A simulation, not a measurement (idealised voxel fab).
Herein follows the process module entitled voxel gate over fins.
Shown is cross-section cut, with a width of 260 nm and square cells of size 5 nm.
In this document a cross-section is written as a grid of square cells. It is given as a series of bands, listed from the top down, and a band is one or more rows of cells.
Each band's line starts with the height of the band's top and of its bottom, in nm. Then come its materials from left to right, each with its width in nm. One material with "full width" fills the band from edge to edge. "air" is empty space.
Heights are expressed relative to 0, this being the level below which the as-received wafer comprises one material exclusively. The lowest band is unbounded in the downward direction and is denoted as in "from 0 down".
Read "30 to 40" as a graded width: first number on top, second number at the bottom, same change between each pair of neighbouring rows.
Basically "nothing changed" means that step didn't change any cell in the cross-section.
Closed empty spaces (no open way to the top) of 8 cells or more are what "Fully sealed voids" lists, each as width x height at distance from the left edge, nm for all three.
That trailing text on a step's line, after the settings, is the simulator's own remark on the step.
overlay nm, on a step with a mask: how far to the right of its planned place the mask lay; to the left if negative
These are the steps we planned for the process:
- 1: RECEIVE [material Si]
- 2: CONFORMAL_DEP [material SiN] [thk nm 5]
- 3: MASKED_ETCH [tone cover] [mask id FINS] [width nm 15] [pitch nm 50] [etch materials SiN] [depth nm 5] [overlay nm 0]
- 4: MASKED_ETCH [tone cover] [mask id FINS] [width nm 15] [pitch nm 50] [etch materials Si] [depth nm 35] [overlay nm 0]
- 5: OXIDIZE [depth nm 5]
- 6: FILL_DEP [material SiO2] [thk nm 15]
- 7: CMP [height nm 5]
- 8: MASKED_ETCH [tone open] [mask id RAIL] [width nm 15] [etch materials SiO2] [depth nm 35] [overlay nm 0]
- 9: CONFORMAL_DEP [material TiN] [thk nm 5]
- 10: FILL_DEP [material Ru] [thk nm 5]
- 11: CMP [height nm 5]
- 12: SELECTIVE_ETCH [etch materials W Ru TiN] [depth nm 20]
- 13: FILL_DEP [material SiO2] [thk nm 5]
- 14: CMP [height nm 5]
- 15: SELECTIVE_ETCH [etch materials SiO2] [depth nm 15]
- 16: STRIP [etch materials SiN]
- 17: CONFORMAL_DEP [material HfO2] [thk nm 5]
- 18: CONFORMAL_DEP [material TiN] [thk nm 5]
- 19: CONFORMAL_DEP [material TiAl] [thk nm 5]
- 20: CONFORMAL_DEP [material TiN] [thk nm 5]
- 21: FILL_DEP [material W] [thk nm 10]
- 22: CMP [height nm 25]
- 23: CONFORMAL_DEP [material SiCN] [thk nm 5]
As received, after step 1:
* from 0 down = Si full width
* Fully sealed voids: none
Wafer cross-section at module end: first of two, run to plan:
* from 30 to 25 = SiCN full width
* from 25 to 20 = W full width
* from 20 to 15 = 30 nm W; 45 nm TiN; 5 nm W; 45 nm TiN; 5 nm W; 45 nm TiN; 5 nm W; 45 nm TiN; 35 nm W
* from 15 to 10 = 30 nm W; 5 nm TiN; 35 nm TiAl; 5 nm TiN; 5 nm W; 5 nm TiN; 35 nm TiAl; 5 nm TiN; 5 nm W; 5 nm TiN; 35 nm TiAl; 5 nm TiN; 5 nm W; 5 nm TiN; 35 nm TiAl; 5 nm TiN; 35 nm W
* from 10 to 5 = 35 nm TiN; 5 nm TiAl; 25 nm TiN; 5 nm TiAl; 15 nm TiN; 5 nm TiAl; 25 nm TiN; 5 nm TiAl; 15 nm TiN; 5 nm TiAl; 25 nm TiN; 5 nm TiAl; 15 nm TiN; 5 nm TiAl; 25 nm TiN; 5 nm TiAl; 40 nm TiN
* from 5 to 0 = 40 nm TiAl; 5 nm TiN; 15 nm HfO2; 5 nm TiN; 25 nm TiAl; 5 nm TiN; 15 nm HfO2; 5 nm TiN; 25 nm TiAl; 5 nm TiN; 15 nm HfO2; 5 nm TiN; 25 nm TiAl; 5 nm TiN; 15 nm HfO2; 5 nm TiN; 45 nm TiAl
* from 0 to -5 = 45 nm TiN; 5 nm HfO2; 5 nm Si; 5 nm HfO2; 35 nm TiN; 5 nm HfO2; 5 nm Si; 5 nm HfO2; 35 nm TiN; 5 nm HfO2; 5 nm Si; 5 nm HfO2; 35 nm TiN; 5 nm HfO2; 5 nm Si; 5 nm HfO2; 50 nm TiN
* from -5 to -10 = 50 nm HfO2; 5 nm Si; 45 nm HfO2; 5 nm Si; 45 nm HfO2; 5 nm Si; 45 nm HfO2; 5 nm Si; 55 nm HfO2
* from -10 to -15 = 50 nm SiO2; 5 nm Si; 45 nm SiO2; 5 nm Si; 45 nm SiO2; 5 nm Si; 45 nm SiO2; 5 nm Si; 55 nm SiO2
* from -15 to -25 = 50 nm SiO2; 5 nm Si; 15 nm SiO2; 5 nm TiN; 5 nm Ru; 5 nm TiN; 15 nm SiO2; 5 nm Si; 45 nm SiO2; 5 nm Si; 45 nm SiO2; 5 nm Si; 55 nm SiO2
* from -25 to -30 = 50 nm SiO2; 5 nm Si; 15 nm SiO2; 15 nm TiN; 15 nm SiO2; 5 nm Si; 45 nm SiO2; 5 nm Si; 45 nm SiO2; 5 nm Si; 55 nm SiO2
* from -30 to -40 = 50 nm SiO2; 5 nm Si; 45 nm SiO2; 5 nm Si; 45 nm SiO2; 5 nm Si; 45 nm SiO2; 5 nm Si; 55 nm SiO2
* from -40 down = Si full width
* Fully sealed voids: none
Second wafer through the module, sectioned at the end: same beginning and same plan as the first wafer, with one mistake in carrying it out:
* from 30 to 25 = SiCN full width
* from 25 to 20 = W full width
* from 20 to 15 = 25 nm W; 205 nm TiN; 30 nm W
* from 15 to 10 = 25 nm W; 5 nm TiN; 45 nm TiAl; 5 nm TiN; 45 nm TiAl; 5 nm TiN; 45 nm TiAl; 5 nm TiN; 45 nm TiAl; 5 nm TiN; 30 nm W
* from 10 to 5 = 25 nm W; 5 nm TiN; 5 nm TiAl; 35 nm TiN; 5 nm TiAl; 5 nm TiN; 5 nm TiAl; 35 nm TiN; 5 nm TiAl; 5 nm TiN; 5 nm TiAl; 35 nm TiN; 5 nm TiAl; 5 nm TiN; 5 nm TiAl; 35 nm TiN; 5 nm TiAl; 5 nm TiN; 30 nm W
* from 5 to 0 = 25 nm W; 5 nm TiN; 5 nm TiAl; 5 nm TiN; 25 nm HfO2; 5 nm TiN; 5 nm TiAl; 5 nm TiN; 5 nm TiAl; 5 nm TiN; 25 nm HfO2; 5 nm TiN; 5 nm TiAl; 5 nm TiN; 5 nm TiAl; 5 nm TiN; 25 nm HfO2; 5 nm TiN; 5 nm TiAl; 5 nm TiN; 5 nm TiAl; 5 nm TiN; 25 nm HfO2; 5 nm TiN; 5 nm TiAl; 5 nm TiN; 30 nm W
* from 0 to -15 = 25 nm W; 5 nm TiN; 5 nm TiAl; 5 nm TiN; 5 nm HfO2; 5 nm SiO2; 5 nm Si; 5 nm SiO2; 5 nm HfO2; 5 nm TiN; 5 nm TiAl; 5 nm TiN; 5 nm TiAl; 5 nm TiN; 5 nm HfO2; 5 nm SiO2; 5 nm Si; 5 nm SiO2; 5 nm HfO2; 5 nm TiN; 5 nm TiAl; 5 nm TiN; 5 nm TiAl; 5 nm TiN; 5 nm HfO2; 5 nm SiO2; 5 nm Si; 5 nm SiO2; 5 nm HfO2; 5 nm TiN; 5 nm TiAl; 5 nm TiN; 5 nm TiAl; 5 nm TiN; 5 nm HfO2; 5 nm SiO2; 5 nm Si; 5 nm SiO2; 5 nm HfO2; 5 nm TiN; 5 nm TiAl; 5 nm TiN; 30 nm W
* from -15 to -20 = 30 nm TiN; 5 nm TiAl; 5 nm TiN; 5 nm HfO2; 5 nm SiO2; 5 nm Si; 5 nm SiO2; 5 nm HfO2; 5 nm TiN; 5 nm TiAl; 5 nm TiN; 5 nm TiAl; 5 nm TiN; 5 nm HfO2; 5 nm SiO2; 5 nm Si; 5 nm SiO2; 5 nm HfO2; 5 nm TiN; 5 nm TiAl; 5 nm TiN; 5 nm TiAl; 5 nm TiN; 5 nm HfO2; 5 nm SiO2; 5 nm Si; 5 nm SiO2; 5 nm HfO2; 5 nm TiN; 5 nm TiAl; 5 nm TiN; 5 nm TiAl; 5 nm TiN; 5 nm HfO2; 5 nm SiO2; 5 nm Si; 5 nm SiO2; 5 nm HfO2; 5 nm TiN; 5 nm TiAl; 35 nm TiN
* from -20 to -25 = 35 nm TiAl; 5 nm TiN; 5 nm HfO2; 5 nm SiO2; 5 nm Si; 5 nm SiO2; 5 nm HfO2; 5 nm TiN; 15 nm TiAl; 5 nm TiN; 5 nm HfO2; 5 nm SiO2; 5 nm Si; 5 nm SiO2; 5 nm HfO2; 5 nm TiN; 15 nm TiAl; 5 nm TiN; 5 nm HfO2; 5 nm SiO2; 5 nm Si; 5 nm SiO2; 5 nm HfO2; 5 nm TiN; 15 nm TiAl; 5 nm TiN; 5 nm HfO2; 5 nm SiO2; 5 nm Si; 5 nm SiO2; 5 nm HfO2; 5 nm TiN; 40 nm TiAl
* from -25 to -30 = 40 nm TiN; 5 nm HfO2; 5 nm SiO2; 5 nm Si; 5 nm SiO2; 5 nm HfO2; 25 nm TiN; 5 nm HfO2; 5 nm SiO2; 5 nm Si; 5 nm SiO2; 5 nm HfO2; 25 nm TiN; 5 nm HfO2; 5 nm SiO2; 5 nm Si; 5 nm SiO2; 5 nm HfO2; 25 nm TiN; 5 nm HfO2; 5 nm SiO2; 5 nm Si; 5 nm SiO2; 5 nm HfO2; 45 nm TiN
* from -30 to -35 = 45 nm HfO2; 5 nm SiO2; 5 nm Si; 5 nm SiO2; 35 nm HfO2; 5 nm SiO2; 5 nm Si; 5 nm SiO2; 35 nm HfO2; 5 nm SiO2; 5 nm Si; 5 nm SiO2; 35 nm HfO2; 5 nm SiO2; 5 nm Si; 5 nm SiO2; 50 nm HfO2
* from -35 to -40 = 50 nm SiO2; 5 nm Si; 45 nm SiO2; 5 nm Si; 45 nm SiO2; 5 nm Si; 45 nm SiO2; 5 nm Si; 55 nm SiO2
* from -40 down = Si full width
* Fully sealed voids: none
Here's what went sideways: note that step 6 departed from the planned setting and was carried out as FILL_DEP [material SiN] [thk nm 15]
At the finish, the second wafer shows more or fewer cells for some materials than the first does: HfO2: 40 more, Ru: 2 fewer, SiO2: 175 fewer, TiAl: 40 more, TiN: 52 more, W: 45 more
